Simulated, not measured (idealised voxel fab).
This is a process module. Its name is voxel self aligned contacts.
Displayed cross-section: cut, width of 260 nm, square cells sized 5 nm.
Notation: cross-section as square-cell grid; stated in bands, top first, going down; one or more cell rows per band.
First you get the band's top height and its bottom height, in nm, and then the materials it's made of, left to right, with each width in nm. If you see a single material with "edge to edge", that one covers the band edge to edge. "empty" is empty space.
Height reference: 0 = level under which incoming wafer is all one material. Lowest band: no bottom, runs on downward, e.g. "0..down".
The width entry "30..40" should be interpreted row by row: the top row of cells in the band takes the first number, the bottom row takes the second number, and the change between adjacent rows is uniform throughout.
A step reported as "remained unchanged" is a step in which no cell of the cross-section changed.
You'll see "Closed internal voids" listing empty spaces that have no way open to the top, as long as they're 8 cells or more; the notation is width x height at distance, where the distance is from the left edge, and all of it is in nm.
Anything after a step's settings on that line? It's the simulator's own note about the step.
On any step carrying a mask, the "overlay nm" setting, if present on the step's line, tells how far right of its planned place the mask lay; negative values point to the left.
Plan:
step 1: RECEIVE, material Si
step 2: OXIDIZE, depth nm 5
step 3: DIRECTIONAL_DEP, material polySi, thk nm 30
step 4: DIRECTIONAL_DEP, material SiN, thk nm 15
step 5: MASKED_ETCH, tone cover, mask id GATE, width nm 25, pitch nm 60, etch materials SiN, depth nm 15, overlay nm 0
step 6: MASKED_ETCH, tone cover, mask id GATE, width nm 15, pitch nm 60, etch materials polySi, depth nm 30, overlay nm 0
step 7: CONFORMAL_DEP, material SiN, thk nm 5
step 8: DIRECTIONAL_ETCH, etch materials SiN, depth nm 5
step 9: FILL_DEP, material SiO2, thk nm 20
step 10: CMP, height nm 55
step 11: MASKED_ETCH, tone open, mask id CONTACT, width nm 45, etch materials SiO2, depth nm 60, overlay nm 0
step 12: CONFORMAL_DEP, material TiN, thk nm 5
step 13: FILL_DEP, material W, thk nm 10
step 14: CMP, height nm 55
step 15: CONFORMAL_DEP, material SiN, thk nm 5
Where the wafers of this document differ is in the width nm of step 6; they start out the same, and the plan states the value that applied to the first wafer.
Cut through the first of several wafers as received, post step 1:
> 0..down: Si edge to edge
> Closed internal voids: none
First of several wafers, sectioned at end of module (last step: step 15):
> 60..55: SiN edge to edge
> 55..45: SiO2 (105)  TiN (5..15)  W (35..15)  TiN (5..15)  SiO2 (110)
> 45..30: SiO2 (80)  SiN (35)  TiN (5)  W (15)  TiN (5)  SiN (35)  SiO2 (85)
> 30..0: SiO2 (80)  SiN (5)  polySi (25)  SiN (5)  TiN (5)  W (15)  TiN (5)  SiN (5)  polySi (25)  SiN (5)  SiO2 (85)
> 0..-5: SiO2 (115)  TiN (25)  SiO2 (120)
> -5..down: Si edge to edge
> Closed internal voids: none
Sectional view of the last wafer upon completion of the module:
> 60..55: SiN edge to edge
> 55..45: SiO2 (105)  TiN (5..15)  W (35..15)  TiN (5..15)  SiO2 (110)
> 45..35: SiO2 (80)  SiN (35)  TiN (5)  W (15)  TiN (5)  SiN (35)  SiO2 (85)
> 35..30: SiO2 (80)  SiN (35)  TiN (25)  SiN (35)  SiO2 (85)
> 30..0: SiO2 (75)  SiN (5)  polySi (40)  SiN (5)  TiN (10)  SiN (5)  polySi (40)  SiN (5)  SiO2 (75)
> 0..-5: SiO2 (125)  TiN (10)  SiO2 (125)
> -5..down: Si edge to edge
> Closed internal voids: none
Take any row and you have a wafer at the end of the module: how many cells of each material it has gained (+) or lost (-) since it was received, and then its closed voids:
width nm 15; -52 Si; +118 SiN; +430 SiO2; +31 TiN; +37 W; +60 polySi; Closed internal voids: none
width nm 20; -52 Si; +118 SiN; +430 SiO2; +31 TiN; +37 W; +60 polySi; Closed internal voids: none
width nm 25; -52 Si; +118 SiN; +430 SiO2; +31 TiN; +37 W; +60 polySi; Closed internal voids: none
width nm 30; -52 Si; +118 SiN; +425 SiO2; +31 TiN; +30 W; +72 polySi; Closed internal voids: none
width nm 35; -52 Si; +118 SiN; +420 SiO2; +31 TiN; +23 W; +84 polySi; Closed internal voids: none
width nm 40; -52 Si; +118 SiN; +415 SiO2; +31 TiN; +16 W; +96 polySi; Closed internal voids: none
